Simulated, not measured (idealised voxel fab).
Presented below is a process module, voxel trench capacitor.
The figure presents cross-section cut, which has a width of 225 nm and is divided into square cells with an edge length of 5 nm.
Cross-section spec: square-cell grid; bands listed top down; each band is one or more rows. This entry defines a band. It first specifies the height of the band's top and the height of its bottom in nm, and then specifies the band's materials from left to right, stating each material with its width in nm. The word "everywhere" identifies a single material that fills the band from edge to edge, while the word "blank" identifies empty space. Heads up on the height convention: 0 is the point under which the incoming wafer is all one material, and the lowest band has no bottom, it just keeps going down, like "from 0 down". Think of "30..40" as a width that walks from the first number to the second as you go down the band, top row to bottom row, taking equal-sized steps from row to row. "everything unchanged", as given for a step, is the statement that not any cell of the cross-section underwent a change during that step. Closed empty spaces (no open way to the top) of 8 cells or more are what "Encapsulated voids" lists, each as width x height at distance from the left edge, nm for all three. Note: text after step settings on the step line = simulator remark on that step. The line of a step may include "overlay nm". On a step with a mask, this value is how far to the right of its planned place the mask lay. A negative value means the mask lay to the left.

# Set out below are the planned steps of the process
1 RECEIVE,material Si
2 CONFORMAL_DEP,material SiN,thk nm 10
3 MASKED_ETCH,tone open,mask id TRENCH,width nm 15,pitch nm 45,etch materials SiN,depth nm 10,overlay nm 0
4 MASKED_ETCH,tone open,mask id TRENCH,width nm 15,pitch nm 45,etch materials Si,depth nm 40,overlay nm -15
5 CONFORMAL_DEP,material SiO2,thk nm 5
6 FILL_DEP,material polySi,thk nm 5
7 CMP,height nm 10
varied across the wafers: overlay nm of step 4. The plan shows the first wafer's value. All wafers start alike

# As received, i.e. after step 1: cross-section through the first of several wafers
from 0 down  Si everywhere
Encapsulated voids: none

# wafer rows; end of module; cells per material since receipt: (+) gained, (-) lost; then closed voids
overlay nm -15; +78 SiN; +10 SiO2; +2 polySi; Encapsulated voids: none
overlay nm -10; -16 Si; +78 SiN; +26 SiO2; +2 polySi; Encapsulated voids: none
overlay nm -5; -32 Si; +78 SiN; +42 SiO2; +2 polySi; Encapsulated voids: none
overlay nm 0; -48 Si; +78 SiN; +42 SiO2; +18 polySi; Encapsulated voids: none
overlay nm 5; -32 Si; +78 SiN; +42 SiO2; +2 polySi; Encapsulated voids: none
overlay nm 10; -16 Si; +78 SiN; +26 SiO2; +2 polySi; Encapsulated voids: none
overlay nm 15; +78 SiN; +10 SiO2; +2 polySi; Encapsulated voids: none
